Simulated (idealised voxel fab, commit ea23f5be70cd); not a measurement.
process module | voxel released beams
cross-section cut | 210 nm wide | cells 5 nm
A cross-section is a grid of square cells, given in bands from the top down. A band is one or more rows of cells.
Each band's line starts with the height of the band's top and of its bottom, in nm. Then come its materials from left to right, each with its width in nm. One material with "throughout" fills the band from edge to edge. "air" is empty space.
Height 0 is the level under which the wafer as received is all one material. The lowest band goes on downwards, as in "0 down".
A width such as "30 to 40" changes by the same amount from each row of cells to the next, from the band's top row to its bottom row.
"no change" after a step means that no cell of the cross-section changed.
closed voids: empty space of 8 cells or more with no open way to the top, each as width x height at its distance from the left edge, in nm
after a step's settings: what the simulator itself notes on the step
overlay nm, on a step with a mask: how far to the right of its planned place the mask lay; to the left if negative
plan
1 op RECEIVE | material Si
2 op CONFORMAL_DEP | material Al2O3 | thk nm 5
3 op DIRECTIONAL_DEP | material SiO2 | thk nm 20
4 op MASKED_ETCH | tone open | mask id ANCHOR | width nm 40 | etch materials SiO2 | depth nm 20 | overlay nm 0
5 op CONFORMAL_DEP | material W | thk nm 15
6 op PATTERN | tone cover | mask id BEAM | material resist | width nm 105 | thk nm 15 | overlay nm 0
7 op DIRECTIONAL_ETCH | etch materials W | depth nm 15
8 op STRIP | etch materials resist
9 op STRIP | etch materials SiO2
first wafer, as planned
as received, after step 1
  0 down: Si throughout
  closed voids: none
after step 2
  5 to 0: Al2O3 throughout
  below 0: unchanged
after step 3
  25 to 5: SiO2 throughout
  below 5: unchanged
after step 4
  25 to 5: SiO2 55 | air 40 | SiO2 115
  below 5: unchanged
after step 5
  40 to 25: W 70 | air 10 | W 130
  25 to 20: SiO2 55 | W 15 | air 10 | W 15 | SiO2 115
  20 to 5: SiO2 55 | W 40 | SiO2 115
  below 5: unchanged
after step 6
  55 to 40: air 50 | resist 105 | air 55
  40 to 25: W 70 | resist 10 | W 130
  25 to 20: SiO2 55 | W 15 | resist 10 | W 15 | SiO2 115
  below 20: unchanged
after step 7
  55 to 40: air 50 | resist 105 | air 55
  40 to 25: air 50 | W 20 | resist 10 | W 75 | air 55
  below 25: unchanged
after step 8
  40 to 25: air 50 | W 20 | air 10 | W 75 | air 55
  25 to 20: SiO2 55 | W 15 | air 10 | W 15 | SiO2 115
  below 20: unchanged
after step 9
  40 to 25: air 50 | W 20 | air 10 | W 75 | air 55
  25 to 20: air 55 | W 15 | air 10 | W 15 | air 115
  20 to 5: air 55 | W 40 | air 115
  below 5: unchanged
second wafer: like start, like plan, one mistake. Through step 1 it matches the first wafer
when step 2 should have ended
  20 to 0: SiO2 throughout
  below 0: unchanged
when step 3 should have ended
  25 to 20: Al2O3 throughout
  below 20: unchanged
when step 4 should have ended: no change
when step 5 should have ended
  40 to 25: W throughout
  below 25: unchanged
when step 6 should have ended
  55 to 40: air 50 | resist 105 | air 55
  below 40: unchanged
when step 7 should have ended
  55 to 40: air 50 | resist 105 | air 55
  40 to 25: air 50 | W 105 | air 55
  below 25: unchanged
when step 8 should have ended
  40 to 25: air 50 | W 105 | air 55
  below 25: unchanged
when step 9 should have ended: no change
what went wrong: steps 2 and 3 were swapped
at the end the second wafer has, in cells: 168 more of SiO2 | 24 fewer of W
